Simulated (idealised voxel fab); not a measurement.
process module | voxel capacitor over wiring
cross-section cut | 205 nm wide | cells 5 nm
A cross-section is a grid of square cells, given in bands from the top down. A band is one or more rows of cells.
Each band's line starts with the height of the band's top and of its bottom, in nm. Then come its materials from left to right, each with its width in nm. One material with "throughout" fills the band from edge to edge. "air" is empty space.
Height 0 is the level under which the wafer as received is all one material. The lowest band goes on downwards, as in "0 down".
A width such as "30 to 40" changes by the same amount from each row of cells to the next, from the band's top row to its bottom row.
"no change" after a step means that no cell of the cross-section changed.
closed voids: empty space of 8 cells or more with no open way to the top, each as width x height at its distance from the left edge, in nm
after a step's settings: what the simulator itself notes on the step
overlay nm, on a step with a mask: how far to the right of its planned place the mask lay; to the left if negative
plan
1 op RECEIVE | material Si
2 op CONFORMAL_DEP | material SiO2 | thk nm 10
3 op CONFORMAL_DEP | material SiCN | thk nm 5
4 op DIRECTIONAL_DEP | material SiO2 | thk nm 25
5 op PATTERN | tone open | mask id METAL_1 | material resist | width nm 20 | pitch nm 85 | thk nm 15 | overlay nm 0
6 op DIRECTIONAL_ETCH | etch materials SiO2 | depth nm 25
7 op DIRECTIONAL_ETCH | etch materials SiCN | depth nm 5
8 op STRIP | etch materials resist
9 op CONFORMAL_DEP | material TiN | thk nm 5
10 op FILL_DEP | material Cu | thk nm 10
11 op CMP | height nm 40
12 op CONFORMAL_DEP | material SiCN | thk nm 5
13 op DIRECTIONAL_DEP | material SiO2 | thk nm 20
14 op DIRECTIONAL_DEP | material aC | thk nm 15
15 op PATTERN | tone open | mask id PLUG_1 | material resist | width nm 15 | thk nm 30 | overlay nm 0
16 op DIRECTIONAL_ETCH | etch materials aC | depth nm 15
17 op STRIP | etch materials resist
18 op DIRECTIONAL_ETCH | etch materials SiO2 | depth nm 20
19 op DIRECTIONAL_ETCH | etch materials SiCN | depth nm 5
20 op STRIP | etch materials aC
21 op EPI | material Ru | thk nm 10
22 op EPI | material Ru | thk nm 10
23 op EPI | material Ru | thk nm 5
24 op DIRECTIONAL_DEP | material TiN | thk nm 5
25 op DIRECTIONAL_DEP | material Al2O3 | thk nm 5
26 op DIRECTIONAL_DEP | material TiN | thk nm 5
27 op MASKED_ETCH | tone cover | mask id UPPER_PLATE | width nm 70 | etch materials TiN | depth nm 5 | overlay nm 0
28 op MASKED_ETCH | tone cover | mask id UPPER_PLATE | width nm 70 | etch materials Al2O3 | depth nm 5 | overlay nm 0
29 op MASKED_ETCH | tone cover | mask id LOWER_PLATE | width nm 80 | etch materials TiN | depth nm 5 | overlay nm 0
30 op FILL_DEP | material SiO2 | thk nm 15
31 op CMP | height nm 90
32 op DIRECTIONAL_DEP | material aC | thk nm 15
33 op PATTERN | tone open | mask id PLUG_2 | material resist | width nm 15 | thk nm 35 | overlay nm 0
34 op DIRECTIONAL_ETCH | etch materials aC | depth nm 15
35 op STRIP | etch materials resist
36 op DIRECTIONAL_ETCH | etch materials SiO2 | depth nm 10
37 op STRIP | etch materials aC
38 op CONFORMAL_DEP | material TiN | thk nm 5
39 op FILL_DEP | material Cu | thk nm 5
40 op CMP | height nm 80
41 op CONFORMAL_DEP | material SiCN | thk nm 5
varied across the wafers: height nm of step 40. The plan shows the first wafer's value. All wafers start alike
first wafer as received, after step 1
  0 down: Si throughout
  closed voids: none
first wafer at the end, after step 41
  85 to 80: SiCN throughout
  80 to 75: SiO2 55 | TiN 70 | SiO2 80
  75 to 70: SiO2 55 | Al2O3 70 | SiO2 80
  70 to 65: SiO2 50 | TiN 80 | SiO2 75
  65 to 45: SiO2 55 | Ru 15 | SiO2 135
  45 to 40: SiCN 55 | Ru 15 | SiCN 135
  40 to 15: SiO2 50 | TiN 5 | Cu 10 | TiN 5 | SiO2 65 | TiN 5 | Cu 10 | TiN 5 | SiO2 50
  15 to 10: SiCN 50 | TiN 20 | SiCN 65 | TiN 20 | SiCN 50
  10 to 0: SiO2 throughout
  0 down: Si throughout
  closed voids: none
last wafer at the end
  105 to 100: SiCN throughout
  100 to 95: Cu throughout
  95 to 90: TiN 70 | Cu 5 | TiN 130
  90 to 85: SiO2 65 | TiN 5 | Cu 5 | TiN 5 | SiO2 125
  85 to 75: SiO2 65 to 55 | TiN 15 to 70 | SiO2 125 to 80
  75 to 70: SiO2 55 | Al2O3 70 | SiO2 80
  70 to 65: SiO2 50 | TiN 80 | SiO2 75
  65 to 45: SiO2 55 | Ru 15 | SiO2 135
  45 to 40: SiCN 55 | Ru 15 | SiCN 135
  40 to 15: SiO2 50 | TiN 5 | Cu 10 | TiN 5 | SiO2 65 | TiN 5 | Cu 10 | TiN 5 | SiO2 50
  15 to 10: SiCN 50 | TiN 20 | SiCN 65 | TiN 20 | SiCN 50
  10 to 0: SiO2 throughout
  0 down: Si throughout
  closed voids: none
each wafer at the end: cells of each material gained (+) or lost (-) since it was received, then its closed voids
height nm 80 | +14 Al2O3 | +20 Cu | +15 Ru | +112 SiCN | +478 SiO2 | +58 TiN | closed voids: none
height nm 85 | +14 Al2O3 | +20 Cu | +15 Ru | +112 SiCN | +516 SiO2 | +61 TiN | closed voids: none
height nm 90 | +14 Al2O3 | +21 Cu | +15 Ru | +112 SiCN | +554 SiO2 | +63 TiN | closed voids: none
height nm 95 | +14 Al2O3 | +22 Cu | +15 Ru | +112 SiCN | +554 SiO2 | +103 TiN | closed voids: none
height nm 100 | +14 Al2O3 | +63 Cu | +15 Ru | +112 SiCN | +554 SiO2 | +103 TiN | closed voids: none
